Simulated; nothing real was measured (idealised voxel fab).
Herein follows the process module entitled voxel trench capacitor.
FYI the section here is cut, 270 nm wide, cells are 5 nm squares.
This document writes a cross-section as a grid whose cells are square, and gives it as bands, listed from the top down; one or more rows of cells form a band.
Look at the band entry: it leads with the top's height and the bottom's height in nm. Then it lists the materials left to right, with a width in nm for each. The word "throughout" on a single material says that material fills the band edge to edge. The word "air" is empty space.
The level at which height equals 0 is the one under which the wafer, as it arrives, is entirely one material. No lower edge exists for the bottom band, which continues downward and is notated as in "0 -> down".
Read "30..40" as a graded width: first number on top, second number at the bottom, same change between each pair of neighbouring rows.
The designation "no change", where it is given for a processing step, indicates that no cell of the cross-section was altered in the course of that step.
Closed-off voids of 8+ cells (no open route to the top) go in "Sealed void list", written width x height at distance from the left edge, in nm.
If you see something after the settings on a step's line, that's the simulator's own remark about that step.
Regarding "overlay nm": on a step with a mask, it is the distance the mask lay to the right of its planned place; a negative value places it to the left.

## The following list gives the planned process steps
1 RECEIVE, material Si
2 CONFORMAL_DEP, material SiN, thk nm 5
3 MASKED_ETCH, tone open, mask id TRENCH, width nm 15, pitch nm 40, etch materials SiN, depth nm 5, overlay nm 0
4 MASKED_ETCH, tone open, mask id TRENCH, width nm 15, pitch nm 40, etch materials Si, depth nm 30, overlay nm 0
5 CONFORMAL_DEP, material Al2O3, thk nm 5
6 FILL_DEP, material polySi, thk nm 10
7 CMP, height nm 5

## Of two wafers, the first: run according to plan

## This is the cross-section of the wafer as we received it, i.e. after step 1
* 0 -> down  Si throughout
* Sealed void list: none

## You're looking at a cross-section of the wafer after step 2
* 5 -> 0  SiN throughout
* Rest of section, below 0: as before.

## You're looking at a cross-section of the wafer after step 3
* 5 -> 0  SiN 85; air 15; SiN 25; air 15; SiN 25; air 15; SiN 90
* Rest of section, below 0: as before.

## You're looking at a cross-section of the wafer after step 4
* 5 -> 0  SiN 85; air 15; SiN 25; air 15; SiN 25; air 15; SiN 90
* 0 -> -30  Si 85; air 15; Si 25; air 15; Si 25; air 15; Si 90
* Rest of section, below -30: as before.

## You're looking at a cross-section of the wafer after step 5
* 10 -> 5  Al2O3 90; air 5; Al2O3 35; air 5; Al2O3 35; air 5; Al2O3 95
* 5 -> 0  SiN 85; Al2O3 5; air 5; Al2O3 5; SiN 25; Al2O3 5; air 5; Al2O3 5; SiN 25; Al2O3 5; air 5; Al2O3 5; SiN 90
* 0 -> -25  Si 85; Al2O3 5; air 5; Al2O3 5; Si 25; Al2O3 5; air 5; Al2O3 5; Si 25; Al2O3 5; air 5; Al2O3 5; Si 90
* -25 -> -30  Si 85; Al2O3 15; Si 25; Al2O3 15; Si 25; Al2O3 15; Si 90
* Rest of section, below -30: as before.

## You're looking at a cross-section of the wafer after step 6
* 20 -> 10  polySi throughout
* 10 -> 5  Al2O3 90; polySi 5; Al2O3 35; polySi 5; Al2O3 35; polySi 5; Al2O3 95
* 5 -> 0  SiN 85; Al2O3 5; polySi 5; Al2O3 5; SiN 25; Al2O3 5; polySi 5; Al2O3 5; SiN 25; Al2O3 5; polySi 5; Al2O3 5; SiN 90
* 0 -> -25  Si 85; Al2O3 5; polySi 5; Al2O3 5; Si 25; Al2O3 5; polySi 5; Al2O3 5; Si 25; Al2O3 5; polySi 5; Al2O3 5; Si 90
* Rest of section, below -25: as before.

## You're looking at a cross-section of the wafer after step 7
* 5 -> 0  SiN 85; Al2O3 5; polySi 5; Al2O3 5; SiN 25; Al2O3 5; polySi 5; Al2O3 5; SiN 25; Al2O3 5; polySi 5; Al2O3 5; SiN 90
* Rest of section, below 0: as before.

## The second wafer was prepared from the same starting point and under the same plan as the first; its processing contained one mistake, and it remains indistinguishable from the first wafer up to and including step 2

## Second wafer, section view, time point: scheduled end of step 3
* 5 -> 0  SiN 80; air 15; SiN 25; air 15; SiN 25; air 15; SiN 95
* Rest of section, below 0: as before.

## Second wafer, section view, time point: scheduled end of step 4
* 5 -> 0  SiN 80; air 15; SiN 25; air 15; SiN 25; air 15; SiN 95
* 0 -> -30  Si 85; air 10; Si 30; air 10; Si 30; air 10; Si 95
* Rest of section, below -30: as before.

## Second wafer, section view, time point: scheduled end of step 5
* 10 -> 5  Al2O3 85; air 5; Al2O3 35; air 5; Al2O3 35; air 5; Al2O3 100
* 5 -> 0  SiN 80; Al2O3 15; SiN 25; Al2O3 15; SiN 25; Al2O3 15; SiN 95
* 0 -> -30  Si 85; Al2O3 10; Si 30; Al2O3 10; Si 30; Al2O3 10; Si 95
* Rest of section, below -30: as before.

## Second wafer, section view, time point: scheduled end of step 6
* 20 -> 10  polySi throughout
* 10 -> 5  Al2O3 85; polySi 5; Al2O3 35; polySi 5; Al2O3 35; polySi 5; Al2O3 100
* Rest of section, below 5: as before.

## Second wafer, section view, time point: scheduled end of step 7
* 5 -> 0  SiN 80; Al2O3 15; SiN 25; Al2O3 15; SiN 25; Al2O3 15; SiN 95
* Rest of section, below 0: as before.
what went wrong: in deviation from the planned setting, step 3 was conducted as MASKED_ETCH, tone open, mask id TRENCH, width nm 15, pitch nm 40, etch materials SiN, depth nm 5, overlay nm -5
Final wafer comparison in cells, second versus first, more or fewer per material: Si: 18 more, polySi: 18 fewer
